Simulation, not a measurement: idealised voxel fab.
This is a process module. Its name is voxel capacitor over wiring.
235 nm wide, 5 nm square cells: that's cross-section cut.
Cross-section layout: square cells on a grid; listed as bands, top to bottom; a band spans one or more cell rows. This entry defines a band. It first specifies the height of the band's top and the height of its bottom in nm, and then specifies the band's materials from left to right, stating each material with its width in nm. The word "all across" identifies a single material that fills the band from edge to edge, while the word "empty" identifies empty space. All heights in this document are referenced to 0, defined as the level beneath which the wafer, as received, consists entirely of one material. The lowest band is not bounded below; it extends indefinitely downward and is written in the form "0..down". Think of "30 to 40" as a width that walks from the first number to the second as you go down the band, top row to bottom row, taking equal-sized steps from row to row. "nothing altered" after a step means that no cell of the cross-section changed. The entry "Trapped cavities" lists the empty spaces that cover at least 8 cells and have no open path to the top. Each is written as width x height at distance, where the distance is measured from the left edge and all three values are in nm. after a step's settings: what the simulator itself notes on the step. You can add "overlay nm" to a step's line. For a step with a mask, it describes how far the mask lay to the right of its planned position, and a negative number describes a lay to the left.

Listed below are the process steps as planned
- 1: RECEIVE (material Si)
- 2: CONFORMAL_DEP (material SiO2; thk nm 10)
- 3: DIRECTIONAL_DEP (material TiN; thk nm 5)
- 4: DIRECTIONAL_DEP (material Ru; thk nm 25)
- 5: MASKED_ETCH (tone cover; mask id METAL_1; width nm 30; pitch nm 95; etch materials Ru; depth nm 25; overlay nm 0)
- 6: MASKED_ETCH (tone cover; mask id METAL_1; width nm 30; pitch nm 95; etch materials TiN; depth nm 5; overlay nm 0)
- 7: CONFORMAL_DEP (material SiCN; thk nm 5)
- 8: FILL_DEP (material SiO2; thk nm 5)
- 9: CMP (height nm 40)
- 10: CONFORMAL_DEP (material SiCN; thk nm 5)
- 11: DIRECTIONAL_DEP (material SiO2; thk nm 20)
- 12: PATTERN (tone open; mask id PLUG_1; material resist; width nm 15; thk nm 20; overlay nm 0)
- 13: DIRECTIONAL_ETCH (etch materials SiO2; depth nm 20)
- 14: DIRECTIONAL_ETCH (etch materials SiCN; depth nm 5)
- 15: STRIP (etch materials resist)
- 16: CONFORMAL_DEP (material TiN; thk nm 5)
- 17: FILL_DEP (material W; thk nm 10)
- 18: CMP (height nm 65)
- 19: DIRECTIONAL_DEP (material TiN; thk nm 10)
- 20: DIRECTIONAL_DEP (material Al2O3; thk nm 5)
- 21: DIRECTIONAL_DEP (material TiN; thk nm 10)
- 22: MASKED_ETCH (tone cover; mask id UPPER_PLATE; width nm 70; etch materials TiN; depth nm 10; overlay nm 0)
- 23: MASKED_ETCH (tone cover; mask id UPPER_PLATE; width nm 70; etch materials Al2O3; depth nm 5; overlay nm 0)
- 24: MASKED_ETCH (tone cover; mask id LOWER_PLATE; width nm 80; etch materials TiN; depth nm 10; overlay nm 0)
- 25: FILL_DEP (material SiO2; thk nm 20)
- 26: CMP (height nm 105)
- 27: DIRECTIONAL_DEP (material aC; thk nm 10)
- 28: PATTERN (tone open; mask id PLUG_2; material resist; width nm 15; thk nm 30; overlay nm 0)
- 29: DIRECTIONAL_ETCH (etch materials aC; depth nm 10)
- 30: STRIP (etch materials resist)
- 31: DIRECTIONAL_ETCH (etch materials SiO2; depth nm 15)
- 32: STRIP (etch materials aC)
- 33: CONFORMAL_DEP (material TiN; thk nm 5)
- 34: FILL_DEP (material Ru; thk nm 5)
- 35: CMP (height nm 105)
- 36: CONFORMAL_DEP (material SiCN; thk nm 5)

Below: the first of two wafers, run as planned

Cross-section of the incoming wafer, state after step 1
> 0..down: Si all across
> Trapped cavities: none

Presented here is a cross-section of the wafer after step 2 has been performed
> 10..0: SiO2 all across
> At heights below 0, the structure remains unaltered.

Presented here is a cross-section of the wafer after step 3 has been performed
> 15..10: TiN all across
> At heights below 10, the structure remains unaltered.

Presented here is a cross-section of the wafer after step 4 has been performed
> 40..15: Ru all across
> At heights below 15, the structure remains unaltered.

Presented here is a cross-section of the wafer after step 5 has been performed
> 40..15: 55 empty  30 Ru  65 empty  30 Ru  55 empty
> At heights below 15, the structure remains unaltered.

Presented here is a cross-section of the wafer after step 6 has been performed
> 40..15: 55 empty  30 Ru  65 empty  30 Ru  55 empty
> 15..10: 55 empty  30 TiN  65 empty  30 TiN  55 empty
> At heights below 10, the structure remains unaltered.

Presented here is a cross-section of the wafer after step 7 has been performed
> 45..40: 50 empty  40 SiCN  55 empty  40 SiCN  50 empty
> 40..15: 50 empty  5 SiCN  30 Ru  5 SiCN  55 empty  5 SiCN  30 Ru  5 SiCN  50 empty
> 15..10: 55 SiCN  30 TiN  65 SiCN  30 TiN  55 SiCN
> At heights below 10, the structure remains unaltered.

Presented here is a cross-section of the wafer after step 8 has been performed
> 50..45: SiO2 all across
> 45..40: 50 SiO2  40 SiCN  55 SiO2  40 SiCN  50 SiO2
> 40..15: 50 SiO2  5 SiCN  30 Ru  5 SiCN  55 SiO2  5 SiCN  30 Ru  5 SiCN  50 SiO2
> At heights below 15, the structure remains unaltered.

Presented here is a cross-section of the wafer after step 9 has been performed
> 40..15: 50 SiO2  5 SiCN  30 Ru  5 SiCN  55 SiO2  5 SiCN  30 Ru  5 SiCN  50 SiO2
> At heights below 15, the structure remains unaltered.

Presented here is a cross-section of the wafer after step 10 has been performed
> 45..40: SiCN all across
> At heights below 40, the structure remains unaltered.

Presented here is a cross-section of the wafer after step 11 has been performed
> 65..45: SiO2 all across
> At heights below 45, the structure remains unaltered.

Presented here is a cross-section of the wafer after step 12 has been performed
> 85..65: 70 resist  15 empty  150 resist
> At heights below 65, the structure remains unaltered.

Presented here is a cross-section of the wafer after step 13 has been performed
> 85..65: 70 resist  15 empty  150 resist
> 65..45: 70 SiO2  15 empty  150 SiO2
> At heights below 45, the structure remains unaltered.

Presented here is a cross-section of the wafer after step 14 has been performed
> 85..65: 70 resist  15 empty  150 resist
> 65..45: 70 SiO2  15 empty  150 SiO2
> 45..40: 70 SiCN  15 empty  150 SiCN
> At heights below 40, the structure remains unaltered.

Presented here is a cross-section of the wafer after step 15 has been performed
> 65..45: 70 SiO2  15 empty  150 SiO2
> At heights below 45, the structure remains unaltered.

Presented here is a cross-section of the wafer after step 16 has been performed
> 70..65: 75 TiN  5 empty  155 TiN
> 65..45: 70 SiO2  5 TiN  5 empty  5 TiN  150 SiO2
> 45..40: 70 SiCN  15 TiN  150 SiCN
> At heights below 40, the structure remains unaltered.

Presented here is a cross-section of the wafer after step 17 has been performed
> 80..70: W all across
> 70..65: 75 TiN  5 W  155 TiN
> 65..45: 70 SiO2  5 TiN  5 W  5 TiN  150 SiO2
> At heights below 45, the structure remains unaltered.

Presented here is a cross-section of the wafer after step 18 has been performed
> 65..45: 70 SiO2  5 TiN  5 W  5 TiN  150 SiO2
> At heights below 45, the structure remains unaltered.

Presented here is a cross-section of the wafer after step 19 has been performed
> 75..65: TiN all across
> At heights below 65, the structure remains unaltered.

Presented here is a cross-section of the wafer after step 20 has been performed
> 80..75: Al2O3 all across
> At heights below 75, the structure remains unaltered.

Presented here is a cross-section of the wafer after step 21 has been performed
> 90..80: TiN all across
> At heights below 80, the structure remains unaltered.

Presented here is a cross-section of the wafer after step 22 has been performed
> 90..80: 70 empty  70 TiN  95 empty
> At heights below 80, the structure remains unaltered.

Presented here is a cross-section of the wafer after step 23 has been performed
> 90..80: 70 empty  70 TiN  95 empty
> 80..75: 70 empty  70 Al2O3  95 empty
> At heights below 75, the structure remains unaltered.

Presented here is a cross-section of the wafer after step 24 has been performed
> 90..80: 70 empty  70 TiN  95 empty
> 80..75: 70 empty  70 Al2O3  95 empty
> 75..65: 65 empty  80 TiN  90 empty
> At heights below 65, the structure remains unaltered.

Presented here is a cross-section of the wafer after step 25 has been performed
> 110..90: SiO2 all across
> 90..80: 70 SiO2  70 TiN  95 SiO2
> 80..75: 70 SiO2  70 Al2O3  95 SiO2
> 75..65: 65 SiO2  80 TiN  90 SiO2
> At heights below 65, the structure remains unaltered.

Presented here is a cross-section of the wafer after step 26 has been performed
> 105..90: SiO2 all across
> At heights below 90, the structure remains unaltered.

Presented here is a cross-section of the wafer after step 27 has been performed
> 115..105: aC all across
> At heights below 105, the structure remains unaltered.

Presented here is a cross-section of the wafer after step 28 has been performed
> 145..115: 80 resist  15 empty  140 resist
> At heights below 115, the structure remains unaltered.

Presented here is a cross-section of the wafer after step 29 has been performed
> 135..115: 80 resist  15 empty  140 resist
> 115..105: 80 aC  15 empty  140 aC
> At heights below 105, the structure remains unaltered.

Presented here is a cross-section of the wafer after step 30 has been performed
> 115..105: 80 aC  15 empty  140 aC
> At heights below 105, the structure remains unaltered.

Presented here is a cross-section of the wafer after step 31 has been performed
> 115..105: 80 aC  15 empty  140 aC
> 105..90: 80 SiO2  15 empty  140 SiO2
> At heights below 90, the structure remains unaltered.

Presented here is a cross-section of the wafer after step 32 has been performed
> 105..90: 80 SiO2  15 empty  140 SiO2
> At heights below 90, the structure remains unaltered.

Presented here is a cross-section of the wafer after step 33 has been performed
> 110..105: 85 TiN  5 empty  145 TiN
> 105..95: 80 SiO2  5 TiN  5 empty  5 TiN  140 SiO2
> 95..90: 80 SiO2  15 TiN  140 SiO2
> At heights below 90, the structure remains unaltered.

Presented here is a cross-section of the wafer after step 34 has been performed
> 115..110: Ru all across
> 110..105: 85 TiN  5 Ru  145 TiN
> 105..95: 80 SiO2  5 TiN  5 Ru  5 TiN  140 SiO2
> At heights below 95, the structure remains unaltered.

Presented here is a cross-section of the wafer after step 35 has been performed
> 105..95: 80 SiO2  5 TiN  5 Ru  5 TiN  140 SiO2
> At heights below 95, the structure remains unaltered.

Presented here is a cross-section of the wafer after step 36 has been performed
> 110..105: SiCN all across
> At heights below 105, the structure remains unaltered.

Second of two: same start, same plan, one run error; steps up to and including 4 match the first

Second wafer, sectioned view, at step 5's planned end time
> 40..15: 55 Ru  30 empty  65 Ru  30 empty  55 Ru
> At heights below 15, the structure remains unaltered.

Second wafer, sectioned view, at step 6's planned end time: nothing altered

Second wafer, sectioned view, at step 7's planned end time
> 45..40: 60 SiCN  20 empty  75 SiCN  20 empty  60 SiCN
> 40..20: 55 Ru  5 SiCN  20 empty  5 SiCN  65 Ru  5 SiCN  20 empty  5 SiCN  55 Ru
> 20..15: 55 Ru  30 SiCN  65 Ru  30 SiCN  55 Ru
> At heights below 15, the structure remains unaltered.

Second wafer, sectioned view, at step 8's planned end time
> 50..45: SiO2 all across
> 45..40: 60 SiCN  20 SiO2  75 SiCN  20 SiO2  60 SiCN
> 40..20: 55 Ru  5 SiCN  20 SiO2  5 SiCN  65 Ru  5 SiCN  20 SiO2  5 SiCN  55 Ru
> At heights below 20, the structure remains unaltered.

Second wafer, sectioned view, at step 9's planned end time
> 40..20: 55 Ru  5 SiCN  20 SiO2  5 SiCN  65 Ru  5 SiCN  20 SiO2  5 SiCN  55 Ru
> At heights below 20, the structure remains unaltered.

Second wafer, sectioned view, at step 10's planned end time
> 45..40: SiCN all across
> At heights below 40, the structure remains unaltered.

Second wafer, sectioned view, at step 11's planned end time
> 65..45: SiO2 all across
> At heights below 45, the structure remains unaltered.

Second wafer, sectioned view, at step 12's planned end time
> 85..65: 70 resist  15 empty  150 resist
> At heights below 65, the structure remains unaltered.

Second wafer, sectioned view, at step 13's planned end time
> 85..65: 70 resist  15 empty  150 resist
> 65..45: 70 SiO2  15 empty  150 SiO2
> At heights below 45, the structure remains unaltered.

Second wafer, sectioned view, at step 14's planned end time
> 85..65: 70 resist  15 empty  150 resist
> 65..45: 70 SiO2  15 empty  150 SiO2
> 45..40: 70 SiCN  15 empty  150 SiCN
> At heights below 40, the structure remains unaltered.

Second wafer, sectioned view, at step 15's planned end time
> 65..45: 70 SiO2  15 empty  150 SiO2
> At heights below 45, the structure remains unaltered.

Second wafer, sectioned view, at step 16's planned end time
> 70..65: 75 TiN  5 empty  155 TiN
> 65..45: 70 SiO2  5 TiN  5 empty  5 TiN  150 SiO2
> 45..40: 70 SiCN  15 TiN  150 SiCN
> At heights below 40, the structure remains unaltered.

Second wafer, sectioned view, at step 17's planned end time
> 80..70: W all across
> 70..65: 75 TiN  5 W  155 TiN
> 65..45: 70 SiO2  5 TiN  5 W  5 TiN  150 SiO2
> At heights below 45, the structure remains unaltered.

Second wafer, sectioned view, at step 18's planned end time
> 65..45: 70 SiO2  5 TiN  5 W  5 TiN  150 SiO2
> At heights below 45, the structure remains unaltered.

Second wafer, sectioned view, at step 19's planned end time
> 75..65: TiN all across
> At heights below 65, the structure remains unaltered.

Second wafer, sectioned view, at step 20's planned end time
> 80..75: Al2O3 all across
> At heights below 75, the structure remains unaltered.

Second wafer, sectioned view, at step 21's planned end time
> 90..80: TiN all across
> At heights below 80, the structure remains unaltered.

Second wafer, sectioned view, at step 22's planned end time
> 90..80: 70 empty  70 TiN  95 empty
> At heights below 80, the structure remains unaltered.

Second wafer, sectioned view, at step 23's planned end time
> 90..80: 70 empty  70 TiN  95 empty
> 80..75: 70 empty  70 Al2O3  95 empty
> At heights below 75, the structure remains unaltered.

Second wafer, sectioned view, at step 24's planned end time
> 90..80: 70 empty  70 TiN  95 empty
> 80..75: 70 empty  70 Al2O3  95 empty
> 75..65: 65 empty  80 TiN  90 empty
> At heights below 65, the structure remains unaltered.

Second wafer, sectioned view, at step 25's planned end time
> 110..90: SiO2 all across
> 90..80: 70 SiO2  70 TiN  95 SiO2
> 80..75: 70 SiO2  70 Al2O3  95 SiO2
> 75..65: 65 SiO2  80 TiN  90 SiO2
> At heights below 65, the structure remains unaltered.

Second wafer, sectioned view, at step 26's planned end time
> 105..90: SiO2 all across
> At heights below 90, the structure remains unaltered.

Second wafer, sectioned view, at step 27's planned end time
> 115..105: aC all across
> At heights below 105, the structure remains unaltered.

Second wafer, sectioned view, at step 28's planned end time
> 145..115: 80 resist  15 empty  140 resist
> At heights below 115, the structure remains unaltered.

Second wafer, sectioned view, at step 29's planned end time
> 135..115: 80 resist  15 empty  140 resist
> 115..105: 80 aC  15 empty  140 aC
> At heights below 105, the structure remains unaltered.

Second wafer, sectioned view, at step 30's planned end time
> 115..105: 80 aC  15 empty  140 aC
> At heights below 105, the structure remains unaltered.

Second wafer, sectioned view, at step 31's planned end time
> 115..105: 80 aC  15 empty  140 aC
> 105..90: 80 SiO2  15 empty  140 SiO2
> At heights below 90, the structure remains unaltered.

Second wafer, sectioned view, at step 32's planned end time
> 105..90: 80 SiO2  15 empty  140 SiO2
> At heights below 90, the structure remains unaltered.

Second wafer, sectioned view, at step 33's planned end time
> 110..105: 85 TiN  5 empty  145 TiN
> 105..95: 80 SiO2  5 TiN  5 empty  5 TiN  140 SiO2
> 95..90: 80 SiO2  15 TiN  140 SiO2
> At heights below 90, the structure remains unaltered.

Second wafer, sectioned view, at step 34's planned end time
> 115..110: Ru all across
> 110..105: 85 TiN  5 Ru  145 TiN
> 105..95: 80 SiO2  5 TiN  5 Ru  5 TiN  140 SiO2
> At heights below 95, the structure remains unaltered.

Second wafer, sectioned view, at step 35's planned end time
> 105..95: 80 SiO2  5 TiN  5 Ru  5 TiN  140 SiO2
> At heights below 95, the structure remains unaltered.

Second wafer, sectioned view, at step 36's planned end time
> 110..105: SiCN all across
> At heights below 105, the structure remains unaltered.
In executing the process, a mistake was made relative to the plan: step 5 did not happen as planned, as run it was MASKED_ETCH (tone open; mask id METAL_1; width nm 30; pitch nm 95; etch materials Ru; depth nm 25; overlay nm 0)
Final cells, second wafer relative to first, materials higher or lower: +115 Ru, -27 SiCN, -123 SiO2, +35 TiN
